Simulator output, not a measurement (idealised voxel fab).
process module | voxel gate over fins
cross-section cut | 290 nm wide | cells 5 nm
A cross-section is a grid of square cells, given in bands from the top down. A band is one or more rows of cells.
Each band's line starts with the height of the band's top and of its bottom, in nm. Then come its materials from left to right, each with its width in nm. One material with "throughout" fills the band from edge to edge. "air" is empty space.
Height 0 is the level under which the wafer as received is all one material. The lowest band goes on downwards, as in "0 down".
A width such as "30 to 40" changes by the same amount from each row of cells to the next, from the band's top row to its bottom row.
"no change" after a step means that no cell of the cross-section changed.
closed voids: empty space of 8 cells or more with no open way to the top, each as width x height at its distance from the left edge, in nm
after a step's settings: what the simulator itself notes on the step
overlay nm, on a step with a mask: how far to the right of its planned place the mask lay; to the left if negative
plan
1 op RECEIVE | material Si
2 op CONFORMAL_DEP | material SiN | thk nm 5
3 op MASKED_ETCH | tone cover | mask id FINS | width nm 15 | pitch nm 35 | etch materials SiN | depth nm 5 | overlay nm 0
4 op MASKED_ETCH | tone cover | mask id FINS | width nm 15 | pitch nm 35 | etch materials Si | depth nm 35 | overlay nm 0
5 op FILL_DEP | material SiO2 | thk nm 10
6 op CMP | height nm 5
7 op SELECTIVE_ETCH | etch materials SiO2 | depth nm 20
8 op STRIP | etch materials SiN
9 op CONFORMAL_DEP | material HfO2 | thk nm 5
10 op CONFORMAL_DEP | material TiN | thk nm 5
11 op FILL_DEP | material W | thk nm 10
12 op CMP | height nm 15
13 op CONFORMAL_DEP | material SiN | thk nm 5
as received, after step 1
  0 down: Si throughout
  closed voids: none
a wafer at the end: this start, this plan, one mistake
  20 to 15: SiN throughout
  15 to 10: SiO2 throughout
  10 to 5: SiO2 90 | TiN 105 | SiO2 95
  5 to 0: SiO2 90 | TiN 5 | HfO2 25 | TiN 10 | HfO2 25 | TiN 10 | HfO2 25 | TiN 5 | SiO2 95
  0 to -5: SiO2 90 | TiN 5 | HfO2 5 | Si 15 | HfO2 5 | TiN 10 | HfO2 5 | Si 15 | HfO2 5 | TiN 10 | HfO2 5 | Si 15 | HfO2 5 | TiN 5 | SiO2 95
  -5 to -10: TiN 95 | HfO2 5 | Si 15 | HfO2 5 | TiN 10 | HfO2 5 | Si 15 | HfO2 5 | TiN 10 | HfO2 5 | Si 15 | HfO2 5 | TiN 100
  -10 to -15: HfO2 100 | Si 15 | HfO2 20 | Si 15 | HfO2 20 | Si 15 | HfO2 105
  -15 to -35: SiO2 100 | Si 15 | SiO2 20 | Si 15 | SiO2 20 | Si 15 | SiO2 105
  -35 down: Si throughout
  closed voids: none
what went wrong: step 11 ran as: op FILL_DEP | material SiO2 | thk nm 10
